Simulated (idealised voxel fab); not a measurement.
This is a process module. Its name is voxel self aligned vias.
205 nm wide, 5 nm square cells: that's cross-section cut.
Cross-section format: a grid of square cells, given as bands from top to bottom; each band is one or more rows of cells. For a band, the entry starts with two heights in nm, that of the top and then that of the bottom, and carries on with the band's materials in order from left to right, each alongside its width in nm; the word "full width" beside a single material means it fills the band edge to edge, and "empty" means empty space. Counting heights begins at 0, where everything beneath is, in the wafer as received, one material. The lowest band has no bottom; it goes on downwards, as "top 0, no bottom" shows. You'd read "30->40" like this: the band's top row of cells is as wide as the first number, its bottom row is as wide as the second, and going down, every row changes width by the same amount as the row before did. Take "nothing altered" at face value: in the step it is given for, the cross-section changed in none of its cells. In the "Closed void listing" entry, you get each enclosed empty space of 8 cells or more, one with no open way to the top, written width x height at distance, distance from the left edge, in nm. Whatever follows a step's settings on its line is a remark the simulator itself makes about that step. Each step line may optionally specify "overlay nm", which for a step with a mask gives the rightward distance between the mask's planned place and where it lay, a negative value indicating the leftward direction.
**Process steps - plan**
1,RECEIVE: material Si
2,CONFORMAL_DEP: material SiO2, thk nm 10
3,CONFORMAL_DEP: material SiCN, thk nm 5
4,DIRECTIONAL_DEP: material SiO2, thk nm 25
5,PATTERN: tone open, mask id LINES, material resist, width nm 20, pitch nm 65, thk nm 20, overlay nm 0
6,DIRECTIONAL_ETCH: etch materials SiO2, depth nm 25
7,STRIP: etch materials resist
8,CONFORMAL_DEP: material TiN, thk nm 5
9,FILL_DEP: material W, thk nm 10
10,CMP: height nm 40
11,SELECTIVE_ETCH: etch materials W Ru TiN, depth nm 5
12,FILL_DEP: material SiN, thk nm 5
13,CMP: height nm 40
14,DIRECTIONAL_DEP: material SiO2, thk nm 20
15,PATTERN: tone open, mask id VIAS, material resist, width nm 40, pitch nm 130, thk nm 20, overlay nm 0
16,DIRECTIONAL_ETCH: etch materials SiO2, depth nm 20
17,DIRECTIONAL_ETCH: etch materials SiN, depth nm 5
18,STRIP: etch materials resist
19,CONFORMAL_DEP: material TiN, thk nm 5
20,FILL_DEP: material Ru, thk nm 5
21,CMP: height nm 60
22,CONFORMAL_DEP: material SiN, thk nm 5
**Here's what the wafer looked like in cross-section when it arrived - that's after step 1**
> top 0, no bottom | Si full width
> Closed void listing: none
**The following cross-section depicts the wafer upon conclusion of the module. Processing commenced from the starting condition illustrated above and adhered to the plan illustrated above, save for one mistake in execution**
> top 65, bottom 60 | SiN full width
> top 60, bottom 45 | SiO2 15 nm, then TiN 5 nm, then Ru 30 nm, then TiN 5 nm, then SiO2 90 nm, then TiN 5 nm, then Ru 30 nm, then TiN 5 nm, then SiO2 20 nm
> top 45, bottom 40 | SiO2 15 nm, then TiN 40 nm, then SiO2 90 nm, then TiN 40 nm, then SiO2 20 nm
> top 40, bottom 35 | SiCN full width
> top 35, bottom 0 | SiO2 full width
> top 0, no bottom | Si full width
> Closed void listing: none
Plan not followed: plan steps 3 and 4 run swapped
